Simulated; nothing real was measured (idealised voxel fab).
process module | voxel trench capacitor
cross-section cut | 260 nm wide | cells 5 nm
A cross-section is a grid of square cells, given in bands from the top down. A band is one or more rows of cells.
Each band's line starts with the height of the band's top and of its bottom, in nm. Then come its materials from left to right, each with its width in nm. One material with "throughout" fills the band from edge to edge. "air" is empty space.
Height 0 is the level under which the wafer as received is all one material. The lowest band goes on downwards, as in "0 down".
A width such as "30 to 40" changes by the same amount from each row of cells to the next, from the band's top row to its bottom row.
"no change" after a step means that no cell of the cross-section changed.
closed voids: empty space of 8 cells or more with no open way to the top, each as width x height at its distance from the left edge, in nm
after a step's settings: what the simulator itself notes on the step
overlay nm, on a step with a mask: how far to the right of its planned place the mask lay; to the left if negative
plan
1 op RECEIVE | material Si
2 op CONFORMAL_DEP | material SiN | thk nm 10
3 op PATTERN | tone open | mask id TRENCH | material resist | width nm 25 | pitch nm 45 | thk nm 15 | overlay nm 0
4 op DIRECTIONAL_ETCH | etch materials SiN | depth nm 10
5 op DIRECTIONAL_ETCH | etch materials Si | depth nm 40
6 op STRIP | etch materials resist
7 op CONFORMAL_DEP | material Al2O3 | thk nm 5
8 op CONFORMAL_DEP | material TiN | thk nm 5
9 op FILL_DEP | material W | thk nm 5
10 op CMP | height nm 10
as received, after step 1
  0 down: Si throughout
  closed voids: none
a wafer at the end: this start, this plan, one mistake
  10 to 0: SiN 50 | TiN 5 | Al2O3 5 | W 5 | Al2O3 5 | TiN 5 | SiN 20 | TiN 5 | Al2O3 5 | W 5 | Al2O3 5 | TiN 5 | SiN 20 | TiN 5 | Al2O3 5 | W 5 | Al2O3 5 | TiN 5 | SiN 20 | TiN 5 | Al2O3 5 | W 5 | Al2O3 5 | TiN 5 | SiN 50
  0 to -30: Si 50 | TiN 5 | Al2O3 5 | W 5 | Al2O3 5 | TiN 5 | Si 20 | TiN 5 | Al2O3 5 | W 5 | Al2O3 5 | TiN 5 | Si 20 | TiN 5 | Al2O3 5 | W 5 | Al2O3 5 | TiN 5 | Si 20 | TiN 5 | Al2O3 5 | W 5 | Al2O3 5 | TiN 5 | Si 50
  -30 to -35: Si 50 | TiN 5 | Al2O3 15 | TiN 5 | Si 20 | TiN 5 | Al2O3 15 | TiN 5 | Si 20 | TiN 5 | Al2O3 15 | TiN 5 | Si 20 | TiN 5 | Al2O3 15 | TiN 5 | Si 50
  -35 to -40: Si 50 | TiN 25 | Si 20 | TiN 25 | Si 20 | TiN 25 | Si 20 | TiN 25 | Si 50
  -40 down: Si throughout
  closed voids: none
what went wrong: steps 7 and 8 were swapped
